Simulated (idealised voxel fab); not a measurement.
Title: Process Module voxel gate over fins
Section shown: cut. Width: 150 nm. Cell size: 5 nm, square.
Square cells in a grid make up a cross-section in this document, and the grid is given as bands, listed from the top down, each one or more rows of cells. The band entry comprises the height of the band's top followed by the height of its bottom, expressed in nm, and subsequently the band's materials from left to right, each stated together with its width in nm. Where a single material is marked with the word "all across", that material fills the band from edge to edge. The word "air" represents empty space. For the purposes of this specification, 0 denotes the height below which the wafer in its as-received condition is composed wholly of one material, and the lowermost band, lacking a lower limit, extends downward without end, as expressed in "0 -> down". Read "30 to 40" as a graded width: first number on top, second number at the bottom, same change between each pair of neighbouring rows. Take "all unchanged" at face value: in the step it is given for, the cross-section changed in none of its cells. Empty spaces counting at least 8 cells and having no open way to the top are listed in "Enclosed void catalog". The notation width x height at distance is used for each, the distance being from the left edge and all three values in nm. Where a step's line continues beyond its settings, the continuation is a remark by the simulator itself on that step. overlay nm: how far to the right of its planned place the mask lay on this masked step (negative: to the left).

plan:
1 RECEIVE [material Si]
2 CONFORMAL_DEP [material SiN] [thk nm 10]
3 PATTERN [tone cover] [mask id FINS] [material resist] [width nm 15] [pitch nm 35] [thk nm 15] [overlay nm 0]
4 DIRECTIONAL_ETCH [etch materials SiN] [depth nm 10]
5 DIRECTIONAL_ETCH [etch materials Si] [depth nm 30]
6 STRIP [etch materials resist]
7 OXIDIZE [depth nm 5]
8 FILL_DEP [material SiO2] [thk nm 10]
9 CMP [height nm 10]
10 SELECTIVE_ETCH [etch materials SiO2] [depth nm 20]
11 STRIP [etch materials SiN]
12 CONFORMAL_DEP [material HfO2] [thk nm 5]
13 CONFORMAL_DEP [material TiN] [thk nm 5]
14 CONFORMAL_DEP [material TiAl] [thk nm 5]
15 CONFORMAL_DEP [material TiN] [thk nm 5]
16 FILL_DEP [material W] [thk nm 10]
17 CMP [height nm 25]
18 CONFORMAL_DEP [material SiN] [thk nm 5]

Cross-section of the wafer upon arrival, representing the state reached after step 1:
* 0 -> down = Si all across
* Enclosed void catalog: none

Cross-section taken at module completion on the first of two wafers; processed per the plan:
* 30 -> 25 = SiN all across
* 25 -> 20 = W all across
* 20 -> 15 = W: 15, TiN: 115, W: 20
* 15 -> 10 = W: 15, TiN: 5, TiAl: 105, TiN: 5, W: 20
* 10 -> 5 = TiN: 20, TiAl: 5, TiN: 25, TiAl: 10, TiN: 25, TiAl: 10, TiN: 25, TiAl: 5, TiN: 25
* 5 -> 0 = TiAl: 25, TiN: 5, HfO2: 15, TiN: 5, TiAl: 10, TiN: 5, HfO2: 15, TiN: 5, TiAl: 10, TiN: 5, HfO2: 15, TiN: 5, TiAl: 30
* 0 -> -5 = TiN: 30, HfO2: 5, Si: 5, HfO2: 5, TiN: 20, HfO2: 5, Si: 5, HfO2: 5, TiN: 20, HfO2: 5, Si: 5, HfO2: 5, TiN: 35
* -5 -> -10 = HfO2: 35, Si: 5, HfO2: 30, Si: 5, HfO2: 30, Si: 5, HfO2: 40
* -10 -> -35 = SiO2: 35, Si: 5, SiO2: 30, Si: 5, SiO2: 30, Si: 5, SiO2: 40
* -35 -> down = Si all across
* Enclosed void catalog: none

This is the second of the two wafers, cross-sectioned at the end of the module; it started exactly like the first and was given the same plan, but it was run with one mistake:
* 30 -> 25 = SiN all across
* 25 -> 20 = W all across
* 20 -> 15 = W: 15, TiN: 120, W: 15
* 15 -> 10 = W: 15, TiN: 5, TiAl: 110, TiN: 5, W: 15
* 10 -> 5 = TiN: 20, TiAl: 5, TiN: 30, TiAl: 5, TiN: 30, TiAl: 5, TiN: 30, TiAl: 5, TiN: 20
* 5 -> 0 = TiAl: 25, TiN: 5, HfO2: 20, TiN: 5, TiAl: 5, TiN: 5, HfO2: 20, TiN: 5, TiAl: 5, TiN: 5, HfO2: 20, TiN: 5, TiAl: 25
* 0 -> -5 = TiN: 30, HfO2: 5, Si: 10, HfO2: 5, TiN: 15, HfO2: 5, Si: 10, HfO2: 5, TiN: 15, HfO2: 5, Si: 10, HfO2: 5, TiN: 30
* -5 -> -10 = HfO2: 35, Si: 10, HfO2: 25, Si: 10, HfO2: 25, Si: 10, HfO2: 35
* -10 -> -35 = SiO2: 35, Si: 10, SiO2: 25, Si: 10, SiO2: 25, Si: 10, SiO2: 35
* -35 -> down = Si all across
* Enclosed void catalog: none
Run error: off-plan run, step 3, actual operation and settings PATTERN [tone cover] [mask id FINS] [material resist] [width nm 20] [pitch nm 35] [thk nm 15] [overlay nm 0]
Materials where the second wafer ends with more or fewer cells than the first: Si +21, SiO2 -15, TiAl -4, W -2
